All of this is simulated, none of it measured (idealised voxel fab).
process module | voxel wiring stack
cross-section cut | 280 nm wide | cells 5 nm
A cross-section is a grid of square cells, given in bands from the top down. A band is one or more rows of cells.
Each band's line starts with the height of the band's top and of its bottom, in nm. Then come its materials from left to right, each with its width in nm. One material with "throughout" fills the band from edge to edge. "air" is empty space.
Height 0 is the level under which the wafer as received is all one material. The lowest band goes on downwards, as in "0 down".
A width such as "30 to 40" changes by the same amount from each row of cells to the next, from the band's top row to its bottom row.
"no change" after a step means that no cell of the cross-section changed.
closed voids: empty space of 8 cells or more with no open way to the top, each as width x height at its distance from the left edge, in nm
after a step's settings: what the simulator itself notes on the step
overlay nm, on a step with a mask: how far to the right of its planned place the mask lay; to the left if negative
plan
1 op RECEIVE | material Si
2 op CONFORMAL_DEP | material SiO2 | thk nm 15
3 op CONFORMAL_DEP | material SiN | thk nm 5
4 op DIRECTIONAL_DEP | material lowk | thk nm 15
5 op DIRECTIONAL_DEP | material aC | thk nm 15
6 op PATTERN | tone open | mask id METAL_1 | material resist | width nm 25 | pitch nm 55 | thk nm 35 | overlay nm 0
7 op DIRECTIONAL_ETCH | etch materials aC | depth nm 15
8 op STRIP | etch materials resist
9 op DIRECTIONAL_ETCH | etch materials lowk | depth nm 15
10 op DIRECTIONAL_ETCH | etch materials SiN | depth nm 5
11 op STRIP | etch materials aC
12 op CONFORMAL_DEP | material TiN | thk nm 5
13 op FILL_DEP | material Cu | thk nm 10
14 op CMP | height nm 35
15 op EPI | material Ru | thk nm 5
16 op FILL_DEP | material SiCN | thk nm 5
17 op DIRECTIONAL_DEP | material SiO2 | thk nm 25
18 op MASKED_ETCH | tone open | mask id METAL_2 | width nm 25 | pitch nm 55 | etch materials SiO2 | depth nm 15 | overlay nm 0
19 op PATTERN | tone open | mask id METAL_2_HOLES | material resist | width nm 15 | thk nm 20 | overlay nm 0
20 op DIRECTIONAL_ETCH | etch materials SiO2 | depth nm 10
21 op DIRECTIONAL_ETCH | etch materials SiCN | depth nm 5
22 op STRIP | etch materials resist
23 op CONFORMAL_DEP | material TiN | thk nm 5
24 op FILL_DEP | material Cu | thk nm 5
25 op CMP | height nm 70
26 op CONFORMAL_DEP | material SiCN | thk nm 5
27 op DIRECTIONAL_DEP | material SiO2 | thk nm 30
28 op PATTERN | tone open | mask id METAL_3 | material resist | width nm 25 | pitch nm 55 | thk nm 15 | overlay nm 0
29 op DIRECTIONAL_ETCH | etch materials SiO2 | depth nm 15
30 op STRIP | etch materials resist
31 op PATTERN | tone open | mask id METAL_3_HOLES | material resist | width nm 15 | pitch nm 55 | thk nm 15 | overlay nm 0
32 op DIRECTIONAL_ETCH | etch materials SiO2 | depth nm 15
33 op DIRECTIONAL_ETCH | etch materials SiCN | depth nm 5
34 op STRIP | etch materials resist
35 op CONFORMAL_DEP | material TiN | thk nm 5
36 op FILL_DEP | material Ru | thk nm 10
37 op CMP | height nm 105
38 op CONFORMAL_DEP | material SiCN | thk nm 5
first wafer, as planned
as received, after step 1
  0 down: Si throughout
  closed voids: none
after step 2
  15 to 0: SiO2 throughout
  below 0: unchanged
after step 3
  20 to 15: SiN throughout
  below 15: unchanged
after step 4
  35 to 20: lowk throughout
  below 20: unchanged
after step 5
  50 to 35: aC throughout
  below 35: unchanged
after step 6
  85 to 50: resist 100 | air 25 | resist 30 | air 25 | resist 100
  below 50: unchanged
after step 7
  70 to 50: resist 100 | air 25 | resist 30 | air 25 | resist 100
  50 to 35: aC 100 | air 25 | aC 30 | air 25 | aC 100
  below 35: unchanged
after step 8
  50 to 35: aC 100 | air 25 | aC 30 | air 25 | aC 100
  below 35: unchanged
after step 9
  50 to 35: aC 100 | air 25 | aC 30 | air 25 | aC 100
  35 to 20: lowk 100 | air 25 | lowk 30 | air 25 | lowk 100
  below 20: unchanged
after step 10
  50 to 35: aC 100 | air 25 | aC 30 | air 25 | aC 100
  35 to 20: lowk 100 | air 25 | lowk 30 | air 25 | lowk 100
  20 to 15: SiN 100 | air 25 | SiN 30 | air 25 | SiN 100
  below 15: unchanged
after step 11
  35 to 20: lowk 100 | air 25 | lowk 30 | air 25 | lowk 100
  below 20: unchanged
after step 12
  40 to 35: TiN 105 | air 15 | TiN 40 | air 15 | TiN 105
  35 to 20: lowk 100 | TiN 5 | air 15 | TiN 5 | lowk 30 | TiN 5 | air 15 | TiN 5 | lowk 100
  20 to 15: SiN 100 | TiN 25 | SiN 30 | TiN 25 | SiN 100
  below 15: unchanged
after step 13
  50 to 40: Cu throughout
  40 to 35: TiN 105 | Cu 15 | TiN 40 | Cu 15 | TiN 105
  35 to 20: lowk 100 | TiN 5 | Cu 15 | TiN 5 | lowk 30 | TiN 5 | Cu 15 | TiN 5 | lowk 100
  below 20: unchanged
after step 14
  35 to 20: lowk 100 | TiN 5 | Cu 15 | TiN 5 | lowk 30 | TiN 5 | Cu 15 | TiN 5 | lowk 100
  below 20: unchanged
after step 15
  40 to 35: air 95 | Ru 35 | air 20 | Ru 35 | air 95
  below 35: unchanged
after step 16
  45 to 40: SiCN throughout
  40 to 35: SiCN 95 | Ru 35 | SiCN 20 | Ru 35 | SiCN 95
  below 35: unchanged
after step 17
  70 to 45: SiO2 throughout
  below 45: unchanged
after step 18
  70 to 55: SiO2 100 | air 25 | SiO2 30 | air 25 | SiO2 100
  below 55: unchanged
after step 19
  90 to 70: resist 100 | air 15 | resist 165
  70 to 55: SiO2 100 | air 15 | resist 10 | SiO2 30 | resist 25 | SiO2 100
  below 55: unchanged
after step 20
  90 to 70: resist 100 | air 15 | resist 165
  70 to 55: SiO2 100 | air 15 | resist 10 | SiO2 30 | resist 25 | SiO2 100
  55 to 45: SiO2 100 | air 15 | SiO2 165
  below 45: unchanged
after step 21
  90 to 70: resist 100 | air 15 | resist 165
  70 to 55: SiO2 100 | air 15 | resist 10 | SiO2 30 | resist 25 | SiO2 100
  55 to 45: SiO2 100 | air 15 | SiO2 165
  45 to 40: SiCN 100 | air 15 | SiCN 165
  below 40: unchanged
after step 22
  70 to 55: SiO2 100 | air 25 | SiO2 30 | air 25 | SiO2 100
  below 55: unchanged
after step 23
  75 to 70: TiN 105 | air 15 | TiN 40 | air 15 | TiN 105
  70 to 60: SiO2 100 | TiN 5 | air 15 | TiN 5 | SiO2 30 | TiN 5 | air 15 | TiN 5 | SiO2 100
  60 to 55: SiO2 100 | TiN 5 | air 5 | TiN 15 | SiO2 30 | TiN 25 | SiO2 100
  55 to 45: SiO2 100 | TiN 5 | air 5 | TiN 5 | SiO2 165
  45 to 40: SiCN 100 | TiN 15 | SiCN 165
  below 40: unchanged
after step 24
  80 to 75: Cu throughout
  75 to 70: TiN 105 | Cu 15 | TiN 40 | Cu 15 | TiN 105
  70 to 60: SiO2 100 | TiN 5 | Cu 15 | TiN 5 | SiO2 30 | TiN 5 | Cu 15 | TiN 5 | SiO2 100
  60 to 55: SiO2 100 | TiN 5 | Cu 5 | TiN 15 | SiO2 30 | TiN 25 | SiO2 100
  55 to 45: SiO2 100 | TiN 5 | Cu 5 | TiN 5 | SiO2 165
  below 45: unchanged
after step 25
  70 to 60: SiO2 100 | TiN 5 | Cu 15 | TiN 5 | SiO2 30 | TiN 5 | Cu 15 | TiN 5 | SiO2 100
  below 60: unchanged
after step 26
  75 to 70: SiCN throughout
  below 70: unchanged
after step 27
  105 to 75: SiO2 throughout
  below 75: unchanged
after step 28
  120 to 105: resist 100 | air 25 | resist 30 | air 25 | resist 100
  below 105: unchanged
after step 29
  120 to 105: resist 100 | air 25 | resist 30 | air 25 | resist 100
  105 to 90: SiO2 100 | air 25 | SiO2 30 | air 25 | SiO2 100
  below 90: unchanged
after step 30
  105 to 90: SiO2 100 | air 25 | SiO2 30 | air 25 | SiO2 100
  below 90: unchanged
after step 31
  120 to 105: resist 100 | air 15 | resist 40 | air 15 | resist 110
  105 to 90: SiO2 100 | air 15 | resist 10 | SiO2 30 | air 15 | resist 10 | SiO2 100
  below 90: unchanged
after step 32
  120 to 105: resist 100 | air 15 | resist 40 | air 15 | resist 110
  105 to 90: SiO2 100 | air 15 | resist 10 | SiO2 30 | air 15 | resist 10 | SiO2 100
  90 to 75: SiO2 100 | air 15 | SiO2 40 | air 15 | SiO2 110
  below 75: unchanged
after step 33
  120 to 105: resist 100 | air 15 | resist 40 | air 15 | resist 110
  105 to 90: SiO2 100 | air 15 | resist 10 | SiO2 30 | air 15 | resist 10 | SiO2 100
  90 to 75: SiO2 100 | air 15 | SiO2 40 | air 15 | SiO2 110
  75 to 70: SiCN 100 | air 15 | SiCN 40 | air 15 | SiCN 110
  below 70: unchanged
after step 34
  105 to 90: SiO2 100 | air 25 | SiO2 30 | air 25 | SiO2 100
  below 90: unchanged
after step 35
  110 to 105: TiN 105 | air 15 | TiN 40 | air 15 | TiN 105
  105 to 95: SiO2 100 | TiN 5 | air 15 | TiN 5 | SiO2 30 | TiN 5 | air 15 | TiN 5 | SiO2 100
  95 to 90: SiO2 100 | TiN 5 | air 5 | TiN 15 | SiO2 30 | TiN 5 | air 5 | TiN 15 | SiO2 100
  90 to 75: SiO2 100 | TiN 5 | air 5 | TiN 5 | SiO2 40 | TiN 5 | air 5 | TiN 5 | SiO2 110
  75 to 70: SiCN 100 | TiN 15 | SiCN 40 | TiN 15 | SiCN 110
  below 70: unchanged
after step 36
  120 to 110: Ru throughout
  110 to 105: TiN 105 | Ru 15 | TiN 40 | Ru 15 | TiN 105
  105 to 95: SiO2 100 | TiN 5 | Ru 15 | TiN 5 | SiO2 30 | TiN 5 | Ru 15 | TiN 5 | SiO2 100
  95 to 90: SiO2 100 | TiN 5 | Ru 5 | TiN 15 | SiO2 30 | TiN 5 | Ru 5 | TiN 15 | SiO2 100
  90 to 75: SiO2 100 | TiN 5 | Ru 5 | TiN 5 | SiO2 40 | TiN 5 | Ru 5 | TiN 5 | SiO2 110
  below 75: unchanged
after step 37
  105 to 95: SiO2 100 | TiN 5 | Ru 15 | TiN 5 | SiO2 30 | TiN 5 | Ru 15 | TiN 5 | SiO2 100
  below 95: unchanged
after step 38
  110 to 105: SiCN throughout
  below 105: unchanged
second wafer: like start, like plan, one mistake. Through step 1 it matches the first wafer
when step 2 should have ended
  10 to 0: SiO2 throughout
  below 0: unchanged
when step 3 should have ended
  15 to 10: SiN throughout
  below 10: unchanged
when step 4 should have ended
  30 to 15: lowk throughout
  below 15: unchanged
when step 5 should have ended
  45 to 30: aC throughout
  below 30: unchanged
when step 6 should have ended
  80 to 45: resist 100 | air 25 | resist 30 | air 25 | resist 100
  below 45: unchanged
when step 7 should have ended
  65 to 45: resist 100 | air 25 | resist 30 | air 25 | resist 100
  45 to 30: aC 100 | air 25 | aC 30 | air 25 | aC 100
  below 30: unchanged
when step 8 should have ended
  45 to 30: aC 100 | air 25 | aC 30 | air 25 | aC 100
  below 30: unchanged
when step 9 should have ended
  45 to 30: aC 100 | air 25 | aC 30 | air 25 | aC 100
  30 to 15: lowk 100 | air 25 | lowk 30 | air 25 | lowk 100
  below 15: unchanged
when step 10 should have ended
  45 to 30: aC 100 | air 25 | aC 30 | air 25 | aC 100
  30 to 15: lowk 100 | air 25 | lowk 30 | air 25 | lowk 100
  15 to 10: SiN 100 | air 25 | SiN 30 | air 25 | SiN 100
  below 10: unchanged
when step 11 should have ended
  30 to 15: lowk 100 | air 25 | lowk 30 | air 25 | lowk 100
  below 15: unchanged
when step 12 should have ended
  35 to 30: TiN 105 | air 15 | TiN 40 | air 15 | TiN 105
  30 to 15: lowk 100 | TiN 5 | air 15 | TiN 5 | lowk 30 | TiN 5 | air 15 | TiN 5 | lowk 100
  15 to 10: SiN 100 | TiN 25 | SiN 30 | TiN 25 | SiN 100
  below 10: unchanged
when step 13 should have ended
  45 to 35: Cu throughout
  35 to 30: TiN 105 | Cu 15 | TiN 40 | Cu 15 | TiN 105
  30 to 15: lowk 100 | TiN 5 | Cu 15 | TiN 5 | lowk 30 | TiN 5 | Cu 15 | TiN 5 | lowk 100
  below 15: unchanged
when step 14 should have ended
  35 to 30: TiN 105 | Cu 15 | TiN 40 | Cu 15 | TiN 105
  below 30: unchanged
when step 15 should have ended
  40 to 35: Ru throughout
  below 35: unchanged
when step 16 should have ended
  45 to 40: SiCN throughout
  below 40: unchanged
when step 17 should have ended
  70 to 45: SiO2 throughout
  below 45: unchanged
when step 18 should have ended
  70 to 55: SiO2 100 | air 25 | SiO2 30 | air 25 | SiO2 100
  below 55: unchanged
when step 19 should have ended
  90 to 70: resist 100 | air 15 | resist 165
  70 to 55: SiO2 100 | air 15 | resist 10 | SiO2 30 | resist 25 | SiO2 100
  below 55: unchanged
when step 20 should have ended
  90 to 70: resist 100 | air 15 | resist 165
  70 to 55: SiO2 100 | air 15 | resist 10 | SiO2 30 | resist 25 | SiO2 100
  55 to 45: SiO2 100 | air 15 | SiO2 165
  below 45: unchanged
when step 21 should have ended
  90 to 70: resist 100 | air 15 | resist 165
  70 to 55: SiO2 100 | air 15 | resist 10 | SiO2 30 | resist 25 | SiO2 100
  55 to 45: SiO2 100 | air 15 | SiO2 165
  45 to 40: SiCN 100 | air 15 | SiCN 165
  below 40: unchanged
when step 22 should have ended
  70 to 55: SiO2 100 | air 25 | SiO2 30 | air 25 | SiO2 100
  below 55: unchanged
when step 23 should have ended
  75 to 70: TiN 105 | air 15 | TiN 40 | air 15 | TiN 105
  70 to 60: SiO2 100 | TiN 5 | air 15 | TiN 5 | SiO2 30 | TiN 5 | air 15 | TiN 5 | SiO2 100
  60 to 55: SiO2 100 | TiN 5 | air 5 | TiN 15 | SiO2 30 | TiN 25 | SiO2 100
  55 to 45: SiO2 100 | TiN 5 | air 5 | TiN 5 | SiO2 165
  45 to 40: SiCN 100 | TiN 15 | SiCN 165
  below 40: unchanged
when step 24 should have ended
  80 to 75: Cu throughout
  75 to 70: TiN 105 | Cu 15 | TiN 40 | Cu 15 | TiN 105
  70 to 60: SiO2 100 | TiN 5 | Cu 15 | TiN 5 | SiO2 30 | TiN 5 | Cu 15 | TiN 5 | SiO2 100
  60 to 55: SiO2 100 | TiN 5 | Cu 5 | TiN 15 | SiO2 30 | TiN 25 | SiO2 100
  55 to 45: SiO2 100 | TiN 5 | Cu 5 | TiN 5 | SiO2 165
  below 45: unchanged
when step 25 should have ended
  70 to 60: SiO2 100 | TiN 5 | Cu 15 | TiN 5 | SiO2 30 | TiN 5 | Cu 15 | TiN 5 | SiO2 100
  below 60: unchanged
when step 26 should have ended
  75 to 70: SiCN throughout
  below 70: unchanged
when step 27 should have ended
  105 to 75: SiO2 throughout
  below 75: unchanged
when step 28 should have ended
  120 to 105: resist 100 | air 25 | resist 30 | air 25 | resist 100
  below 105: unchanged
when step 29 should have ended
  120 to 105: resist 100 | air 25 | resist 30 | air 25 | resist 100
  105 to 90: SiO2 100 | air 25 | SiO2 30 | air 25 | SiO2 100
  below 90: unchanged
when step 30 should have ended
  105 to 90: SiO2 100 | air 25 | SiO2 30 | air 25 | SiO2 100
  below 90: unchanged
when step 31 should have ended
  120 to 105: resist 100 | air 15 | resist 40 | air 15 | resist 110
  105 to 90: SiO2 100 | air 15 | resist 10 | SiO2 30 | air 15 | resist 10 | SiO2 100
  below 90: unchanged
when step 32 should have ended
  120 to 105: resist 100 | air 15 | resist 40 | air 15 | resist 110
  105 to 90: SiO2 100 | air 15 | resist 10 | SiO2 30 | air 15 | resist 10 | SiO2 100
  90 to 75: SiO2 100 | air 15 | SiO2 40 | air 15 | SiO2 110
  below 75: unchanged
when step 33 should have ended
  120 to 105: resist 100 | air 15 | resist 40 | air 15 | resist 110
  105 to 90: SiO2 100 | air 15 | resist 10 | SiO2 30 | air 15 | resist 10 | SiO2 100
  90 to 75: SiO2 100 | air 15 | SiO2 40 | air 15 | SiO2 110
  75 to 70: SiCN 100 | air 15 | SiCN 40 | air 15 | SiCN 110
  below 70: unchanged
when step 34 should have ended
  105 to 90: SiO2 100 | air 25 | SiO2 30 | air 25 | SiO2 100
  below 90: unchanged
when step 35 should have ended
  110 to 105: TiN 105 | air 15 | TiN 40 | air 15 | TiN 105
  105 to 95: SiO2 100 | TiN 5 | air 15 | TiN 5 | SiO2 30 | TiN 5 | air 15 | TiN 5 | SiO2 100
  95 to 90: SiO2 100 | TiN 5 | air 5 | TiN 15 | SiO2 30 | TiN 5 | air 5 | TiN 15 | SiO2 100
  90 to 75: SiO2 100 | TiN 5 | air 5 | TiN 5 | SiO2 40 | TiN 5 | air 5 | TiN 5 | SiO2 110
  75 to 70: SiCN 100 | TiN 15 | SiCN 40 | TiN 15 | SiCN 110
  below 70: unchanged
when step 36 should have ended
  120 to 110: Ru throughout
  110 to 105: TiN 105 | Ru 15 | TiN 40 | Ru 15 | TiN 105
  105 to 95: SiO2 100 | TiN 5 | Ru 15 | TiN 5 | SiO2 30 | TiN 5 | Ru 15 | TiN 5 | SiO2 100
  95 to 90: SiO2 100 | TiN 5 | Ru 5 | TiN 15 | SiO2 30 | TiN 5 | Ru 5 | TiN 15 | SiO2 100
  90 to 75: SiO2 100 | TiN 5 | Ru 5 | TiN 5 | SiO2 40 | TiN 5 | Ru 5 | TiN 5 | SiO2 110
  below 75: unchanged
when step 37 should have ended
  105 to 95: SiO2 100 | TiN 5 | Ru 15 | TiN 5 | SiO2 30 | TiN 5 | Ru 15 | TiN 5 | SiO2 100
  below 95: unchanged
when step 38 should have ended
  110 to 105: SiCN throughout
  below 105: unchanged
what went wrong: step 2 ran as: op CONFORMAL_DEP | material SiO2 | thk nm 10
at the end the second wafer has, in cells: 6 more of Cu | 42 more of Ru | 42 fewer of SiCN | 56 fewer of SiO2 | 50 more of TiN
